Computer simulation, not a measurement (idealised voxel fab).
Module name: voxel self aligned contacts (process module)
Pictured: cross-section cut, 295 nm wide, on a grid of 5 nm square cells.
Just so we're on the same page, the cross-sections are grids of square cells, and they're listed out in bands top to bottom, each band one or more rows deep.
Each band's line starts with the height of the band's top and of its bottom, in nm. Then come its materials from left to right, each with its width in nm. One material with "everywhere" fills the band from edge to edge. "empty" is empty space.
Measure heights from 0. That's the level where, below it, the as-received wafer is all one material. The lowest band is bottomless and extends downward; write it as in "from 0 down".
Per-row width for "30..40": begins at first number (top row of band), ends at second number (bottom row), increment between rows held constant.
Key: "nothing different" - step with no changed cell in the cross-section.
"Enclosed cavity list": empty spaces of 8 cells or more with no open way to the top, each given as width x height at distance, distance from the left edge, all in nm.
Text after the settings on a step's line: the simulator's own remark on that step.
overlay nm: where the mask lay relative to plan, measured to the right, on steps with a mask; negatives go left.
Each pair of cross-sections that follows straddles one process step: the one shows the state before the step, the other the state after it, down to the lowest band that changed and no further. The step in question, and its settings, are given under the pair. Note that a pair is not necessarily a continuation of the pair above it, since pairs can come from different runs of this module on the same starting wafer; it is a continuation only where its entry headed "before" says so.
Before
	from 65 to 60: 100 nm TiN, then 40 nm empty, then 25 nm TiN, then 40 nm empty, then 90 nm TiN
	from 60 to 50: 95 nm SiO2, then 5..15 nm TiN, then 40..10 nm empty, then 5..25 nm TiN, then 15 nm SiO2, then 5..15 nm TiN, then 40..10 nm empty, then 5..25 nm TiN, then 85 nm SiO2
	from 50 to 25: 60 nm SiO2, then 45 nm SiN, then 5 nm TiN, then 10 nm empty, then 5 nm TiN, then 45 nm SiN, then 5 nm TiN, then 10 nm empty, then 5 nm TiN, then 45 nm SiN, then 60 nm SiO2
	from 25 to 5: 60 nm SiO2, then 10 nm SiN, then 25 nm polySi, then 10 nm SiN, then 5 nm TiN, then 10 nm empty, then 5 nm TiN, then 10 nm SiN, then 25 nm polySi, then 10 nm SiN, then 5 nm TiN, then 10 nm empty, then 5 nm TiN, then 10 nm SiN, then 25 nm polySi, then 10 nm SiN, then 60 nm SiO2
	from 5 to 0: 105 nm SiO2, then 20 nm TiN, then 45 nm SiO2, then 20 nm TiN, then 105 nm SiO2
	from 0 down: Si everywhere
	Enclosed cavity list: none
Sectional Result
	from 75 to 65: Ru everywhere
	from 65 to 60: 100 nm TiN, then 40 nm Ru, then 25 nm TiN, then 40 nm Ru, then 90 nm TiN
	from 60 to 50: 95 nm SiO2, then 5..15 nm TiN, then 40..10 nm Ru, then 5..25 nm TiN, then 15 nm SiO2, then 5..15 nm TiN, then 40..10 nm Ru, then 5..25 nm TiN, then 85 nm SiO2
	from 50 to 25: 60 nm SiO2, then 45 nm SiN, then 5 nm TiN, then 10 nm Ru, then 5 nm TiN, then 45 nm SiN, then 5 nm TiN, then 10 nm Ru, then 5 nm TiN, then 45 nm SiN, then 60 nm SiO2
	from 25 to 5: 60 nm SiO2, then 10 nm SiN, then 25 nm polySi, then 10 nm SiN, then 5 nm TiN, then 10 nm Ru, then 5 nm TiN, then 10 nm SiN, then 25 nm polySi, then 10 nm SiN, then 5 nm TiN, then 10 nm Ru, then 5 nm TiN, then 10 nm SiN, then 25 nm polySi, then 10 nm SiN, then 60 nm SiO2
	Below a height of 5, the structure has not been altered.
	Enclosed cavity list: none
The cross-sections above show the structure before and after this step: FILL_DEP: material Ru, thk nm 10
before: see preceding pair, after cross-section.
Sectional Result
	from 60 to 50: 95 nm SiO2, then 5..15 nm TiN, then 40..10 nm Ru, then 5..25 nm TiN, then 15 nm SiO2, then 5..15 nm TiN, then 40..10 nm Ru, then 5..25 nm TiN, then 85 nm SiO2
	Below a height of 50, the structure has not been altered.
	Enclosed cavity list: none
The cross-sections above show the structure before and after this step: CMP: height nm 60
before: see preceding pair, after cross-section.
Sectional Result
	from 65 to 60: SiN everywhere
	Below a height of 60, the structure has not been altered.
	Enclosed cavity list: none
The cross-sections above show the structure before and after this step: CONFORMAL_DEP: material SiN, thk nm 5
Before
	from 60 to 50: 90 nm SiO2, then 5..20 nm TiN, then 40..10 nm Ru, then 5..20 nm TiN, then 15 nm SiO2, then 5..20 nm TiN, then 40..10 nm Ru, then 5..20 nm TiN, then 90 nm SiO2
	from 50 to 25: 60 nm SiO2, then 45 nm SiN, then 5 nm TiN, then 10 nm Ru, then 5 nm TiN, then 45 nm SiN, then 5 nm TiN, then 10 nm Ru, then 5 nm TiN, then 45 nm SiN, then 60 nm SiO2
	from 25 to 5: 60 nm SiO2, then 10 nm SiN, then 25 nm polySi, then 10 nm SiN, then 5 nm TiN, then 10 nm Ru, then 5 nm TiN, then 10 nm SiN, then 25 nm polySi, then 10 nm SiN, then 5 nm TiN, then 10 nm Ru, then 5 nm TiN, then 10 nm SiN, then 25 nm polySi, then 10 nm SiN, then 60 nm SiO2
	from 5 to 0: 105 nm SiO2, then 20 nm TiN, then 45 nm SiO2, then 20 nm TiN, then 105 nm SiO2
	from 0 down: Si everywhere
	Enclosed cavity list: none
Sectional Result
	from 65 to 60: polySi everywhere
	Below a height of 60, the structure has not been altered.
	Enclosed cavity list: none
The cross-sections above show the structure before and after this step: CONFORMAL_DEP: material polySi, thk nm 5
Before
	from 65 to 50: aC everywhere
	from 50 to 25: SiN everywhere
	from 25 to 5: polySi everywhere
	from 5 to 0: SiO2 everywhere
	from 0 down: Si everywhere
	Enclosed cavity list: none
Sectional Result
	from 95 to 65: 70 nm resist, then 25 nm empty, then 40 nm resist, then 25 nm empty, then 40 nm resist, then 25 nm empty, then 70 nm resist
	Below a height of 65, the structure has not been altered.
	Enclosed cavity list: none
The cross-sections above show the structure before and after this step: PATTERN: tone open, mask id GATE, material resist, width nm 25, pitch nm 65, thk nm 30, overlay nm 0
before: see preceding pair, after cross-section.
Sectional Result
	from 80 to 65: 70 nm resist, then 25 nm empty, then 40 nm resist, then 25 nm empty, then 40 nm resist, then 25 nm empty, then 70 nm resist
	from 65 to 50: 70 nm aC, then 25 nm empty, then 40 nm aC, then 25 nm empty, then 40 nm aC, then 25 nm empty, then 70 nm aC
	Below a height of 50, the structure has not been altered.
	Enclosed cavity list: none
The cross-sections above show the structure before and after this step: DIRECTIONAL_ETCH: etch materials aC, depth nm 15
before: see preceding pair, after cross-section.
Sectional Result
	from 65 to 50: 70 nm aC, then 25 nm empty, then 40 nm aC, then 25 nm empty, then 40 nm aC, then 25 nm empty, then 70 nm aC
	Below a height of 50, the structure has not been altered.
	Enclosed cavity list: none
The cross-sections above show the structure before and after this step: STRIP: etch materials resist
before: see preceding pair, after cross-section.
Sectional Result
	from 65 to 50: 70 nm aC, then 25 nm empty, then 40 nm aC, then 25 nm empty, then 40 nm aC, then 25 nm empty, then 70 nm aC
	from 50 to 25: 70 nm SiN, then 25 nm empty, then 40 nm SiN, then 25 nm empty, then 40 nm SiN, then 25 nm empty, then 70 nm SiN
	Below a height of 25, the structure has not been altered.
	Enclosed cavity list: none
The cross-sections above show the structure before and after this step: DIRECTIONAL_ETCH: etch materials SiN, depth nm 25
before: see preceding pair, after cross-section.
Sectional Result
	from 65 to 50: 70 nm aC, then 25 nm empty, then 40 nm aC, then 25 nm empty, then 40 nm aC, then 25 nm empty, then 70 nm aC
	from 50 to 25: 70 nm SiN, then 25 nm empty, then 40 nm SiN, then 25 nm empty, then 40 nm SiN, then 25 nm empty, then 70 nm SiN
	from 25 to 5: 70 nm polySi, then 25 nm empty, then 40 nm polySi, then 25 nm empty, then 40 nm polySi, then 25 nm empty, then 70 nm polySi
	Below a height of 5, the structure has not been altered.
	Enclosed cavity list: none
The cross-sections above show the structure before and after this step: DIRECTIONAL_ETCH: etch materials polySi, depth nm 20
before: see preceding pair, after cross-section.
Sectional Result
	from 50 to 25: 70 nm SiN, then 25 nm empty, then 40 nm SiN, then 25 nm empty, then 40 nm SiN, then 25 nm empty, then 70 nm SiN
	Below a height of 25, the structure has not been altered.
	Enclosed cavity list: none
The cross-sections above show the structure before and after this step: STRIP: etch materials aC
before: see preceding pair, after cross-section.
Sectional Result
	from 60 to 25: 80 nm SiN, then 5 nm empty, then 60 nm SiN, then 5 nm empty, then 60 nm SiN, then 5 nm empty, then 80 nm SiN
	from 25 to 15: 70 nm polySi, then 10 nm SiN, then 5 nm empty, then 10 nm SiN, then 40 nm polySi, then 10 nm SiN, then 5 nm empty, then 10 nm SiN, then 40 nm polySi, then 10 nm SiN, then 5 nm empty, then 10 nm SiN, then 70 nm polySi
	from 15 to 5: 70 nm polySi, then 25 nm SiN, then 40 nm polySi, then 25 nm SiN, then 40 nm polySi, then 25 nm SiN, then 70 nm polySi
	Below a height of 5, the structure has not been altered.
	Enclosed cavity list: none
The cross-sections above show the structure before and after this step: CONFORMAL_DEP: material SiN, thk nm 10
before: see preceding pair, after cross-section.
Sectional Result
	from 50 to 25: 80 nm SiN, then 5 nm empty, then 60 nm SiN, then 5 nm empty, then 60 nm SiN, then 5 nm empty, then 80 nm SiN
	from 25 to 5: 70 nm polySi, then 10 nm SiN, then 5 nm empty, then 10 nm SiN, then 40 nm polySi, then 10 nm SiN, then 5 nm empty, then 10 nm SiN, then 40 nm polySi, then 10 nm SiN, then 5 nm empty, then 10 nm SiN, then 70 nm polySi
	Below a height of 5, the structure has not been altered.
	Enclosed cavity list: none
The cross-sections above show the structure before and after this step: DIRECTIONAL_ETCH: etch materials SiN, depth nm 10
before: see preceding pair, after cross-section.
Sectional Result
	from 65 to 50: SiO2 everywhere
	from 50 to 25: 80 nm SiN, then 5 nm SiO2, then 60 nm SiN, then 5 nm SiO2, then 60 nm SiN, then 5 nm SiO2, then 80 nm SiN
	from 25 to 5: 70 nm polySi, then 10 nm SiN, then 5 nm SiO2, then 10 nm SiN, then 40 nm polySi, then 10 nm SiN, then 5 nm SiO2, then 10 nm SiN, then 40 nm polySi, then 10 nm SiN, then 5 nm SiO2, then 10 nm SiN, then 70 nm polySi
	Below a height of 5, the structure has not been altered.
	Enclosed cavity list: none
The cross-sections above show the structure before and after this step: FILL_DEP: material SiO2, thk nm 15
before: see preceding pair, after cross-section.
Sectional Result
	from 60 to 50: SiO2 everywhere
	Below a height of 50, the structure has not been altered.
	Enclosed cavity list: none
The cross-sections above show the structure before and after this step: CMP: height nm 60
before: see preceding pair, after cross-section.
Sectional Result
	from 70 to 60: aC everywhere
	Below a height of 60, the structure has not been altered.
	Enclosed cavity list: none
The cross-sections above show the structure before and after this step: DIRECTIONAL_DEP: material aC, thk nm 10
before: see preceding pair, after cross-section.
Sectional Result
	from 95 to 70: 90 nm resist, then 50 nm empty, then 15 nm resist, then 50 nm empty, then 90 nm resist
	Below a height of 70, the structure has not been altered.
	Enclosed cavity list: none
The cross-sections above show the structure before and after this step: PATTERN: tone open, mask id CONTACT, material resist, width nm 50, pitch nm 65, thk nm 25, overlay nm 0
before: see preceding pair, after cross-section.
Sectional Result
	from 85 to 70: 90 nm resist, then 50 nm empty, then 15 nm resist, then 50 nm empty, then 90 nm resist
	from 70 to 60: 90 nm aC, then 50 nm empty, then 15 nm aC, then 50 nm empty, then 90 nm aC
	Below a height of 60, the structure has not been altered.
	Enclosed cavity list: none
The cross-sections above show the structure before and after this step: DIRECTIONAL_ETCH: etch materials aC, depth nm 10
before: see preceding pair, after cross-section.
Sectional Result
	from 70 to 60: 90 nm aC, then 50 nm empty, then 15 nm aC, then 50 nm empty, then 90 nm aC
	Below a height of 60, the structure has not been altered.
	Enclosed cavity list: none
The cross-sections above show the structure before and after this step: STRIP: etch materials resist
before: see preceding pair, after cross-section.
Sectional Result
	from 70 to 60: 90 nm aC, then 50 nm empty, then 15 nm aC, then 50 nm empty, then 90 nm aC
	from 60 to 50: 90 nm SiO2, then 50 nm empty, then 15 nm SiO2, then 50 nm empty, then 90 nm SiO2
	Below a height of 50, the structure has not been altered.
	Enclosed cavity list: none
The cross-sections above show the structure before and after this step: DIRECTIONAL_ETCH: etch materials SiO2, depth nm 60
before: see preceding pair, after cross-section.
Sectional Result
	from 60 to 50: 90 nm SiO2, then 50 nm empty, then 15 nm SiO2, then 50 nm empty, then 90 nm SiO2
	Below a height of 50, the structure has not been altered.
	Enclosed cavity list: none
The cross-sections above show the structure before and after this step: STRIP: etch materials aC
before: see preceding pair, after cross-section.
Sectional Result
	from 65 to 60: 95 nm TiN, then 40 nm empty, then 25 nm TiN, then 40 nm empty, then 95 nm TiN
	from 60 to 55: 90 nm SiO2, then 5 nm TiN, then 40 nm empty, then 5 nm TiN, then 15 nm SiO2, then 5 nm TiN, then 40 nm empty, then 5 nm TiN, then 90 nm SiO2
	from 55 to 50: 90 nm SiO2, then 50 nm TiN, then 15 nm SiO2, then 50 nm TiN, then 90 nm SiO2
	Below a height of 50, the structure has not been altered.
	Enclosed cavity list: none
The cross-sections above show the structure before and after this step: CONFORMAL_DEP: material TiN, thk nm 5
before: see preceding pair, after cross-section.
Sectional Result
	from 75 to 65: Ru everywhere
	from 65 to 60: 95 nm TiN, then 40 nm Ru, then 25 nm TiN, then 40 nm Ru, then 95 nm TiN
	from 60 to 55: 90 nm SiO2, then 5 nm TiN, then 40 nm Ru, then 5 nm TiN, then 15 nm SiO2, then 5 nm TiN, then 40 nm Ru, then 5 nm TiN, then 90 nm SiO2
	Below a height of 55, the structure has not been altered.
	Enclosed cavity list: none
The cross-sections above show the structure before and after this step: FILL_DEP: material Ru, thk nm 10
before: see preceding pair, after cross-section.
Sectional Result
	from 60 to 55: 90 nm SiO2, then 5 nm TiN, then 40 nm Ru, then 5 nm TiN, then 15 nm SiO2, then 5 nm TiN, then 40 nm Ru, then 5 nm TiN, then 90 nm SiO2
	Below a height of 55, the structure has not been altered.
	Enclosed cavity list: none
The cross-sections above show the structure before and after this step: CMP: height nm 60
before: see preceding pair, after cross-section.
Sectional Result
	from 65 to 60: SiN everywhere
	Below a height of 60, the structure has not been altered.
	Enclosed cavity list: none
The cross-sections above show the structure before and after this step: CONFORMAL_DEP: material SiN, thk nm 5
